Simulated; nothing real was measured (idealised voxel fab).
The following is a process module called voxel gate over fins.
In the cross-section labelled cut, the width is 285 nm and each square cell is 5 nm.
Bands, listed from the top down, are how a cross-section gets written in this document; the cross-section itself is a grid of square cells, and a band is one or more rows of them.
Band: top height; bottom height; in nm. Then, left to right: material with width in nm, for each material. "all across": a single material spanning edge to edge. "blank": empty space.
Heights are measured from 0, the level below which the as-received wafer is all one material; the lowest band has no bottom and continues downward, written as in "0 down".
A width such as "30..40" changes by the same amount from each row of cells to the next, from the band's top row to its bottom row.
Basically "nothing different" means that step didn't change any cell in the cross-section.
Closed cavity list: empty space of 8 cells or more with no open way to the top, each as width x height at its distance from the left edge, in nm
Anything after a step's settings on that line? It's the simulator's own note about the step.
Steps that use a mask can have "overlay nm" on their line. It says how far the mask sat to the right of where it was meant to be. Negative means to the left.
### Steps in the process plan
| 1 | op RECEIVE | material Si |
| 2 | op CONFORMAL_DEP | material SiN | thk nm 5 |
| 3 | op MASKED_ETCH | tone cover | mask id FINS | width nm 15 | pitch nm 60 | etch materials SiN | depth nm 5 | overlay nm 0 |
| 4 | op MASKED_ETCH | tone cover | mask id FINS | width nm 15 | pitch nm 60 | etch materials Si | depth nm 35 | overlay nm 0 |
| 5 | op OXIDIZE | depth nm 5 |
| 6 | op FILL_DEP | material SiO2 | thk nm 5 |
| 7 | op CMP | height nm 5 |
| 8 | op PATTERN | tone open | mask id RAIL | material resist | width nm 15 | thk nm 20 | overlay nm 0 |
| 9 | op DIRECTIONAL_ETCH | etch materials SiO2 | depth nm 35 |
| 10 | op STRIP | etch materials resist |
| 11 | op CONFORMAL_DEP | material TiN | thk nm 5 |
| 12 | op FILL_DEP | material W | thk nm 10 |
| 13 | op CMP | height nm 5 |
| 14 | op SELECTIVE_ETCH | etch materials W Ru TiN | depth nm 30 |
| 15 | op FILL_DEP | material SiO2 | thk nm 5 |
| 16 | op CMP | height nm 5 |
| 17 | op SELECTIVE_ETCH | etch materials SiO2 | depth nm 20 |
| 18 | op STRIP | etch materials SiN |
| 19 | op CONFORMAL_DEP | material HfO2 | thk nm 5 |
| 20 | op CONFORMAL_DEP | material TiN | thk nm 5 |
| 21 | op FILL_DEP | material W | thk nm 10 |
| 22 | op CMP | height nm 15 |
| 23 | op CONFORMAL_DEP | material SiN | thk nm 10 |
### Cross-section of the wafer upon arrival, representing the state reached after step 1
0 down  Si all across
Closed cavity list: none
### Cross-section, end of module. Start: as above. Plan: as above. Execution: one mistake
25 to 15  SiN all across
15 to 10  W all across
10 to 5  TiN 50 nm, W 5 nm, TiN 55 nm, W 5 nm, TiN 55 nm, W 5 nm, TiN 55 nm, W 5 nm, TiN 50 nm
5 to 0  HfO2 45 nm, TiN 15 nm, HfO2 45 nm, TiN 15 nm, HfO2 45 nm, TiN 15 nm, HfO2 45 nm, TiN 15 nm, HfO2 45 nm
0 to -5  Si 40 nm, HfO2 25 nm, Si 35 nm, HfO2 25 nm, Si 35 nm, HfO2 25 nm, Si 35 nm, HfO2 25 nm, Si 40 nm
-5 down  Si all across
Closed cavity list: none
Error vs. plan: step 3 off recipe, ran as op MASKED_ETCH | tone open | mask id FINS | width nm 15 | pitch nm 60 | etch materials SiN | depth nm 5 | overlay nm 0
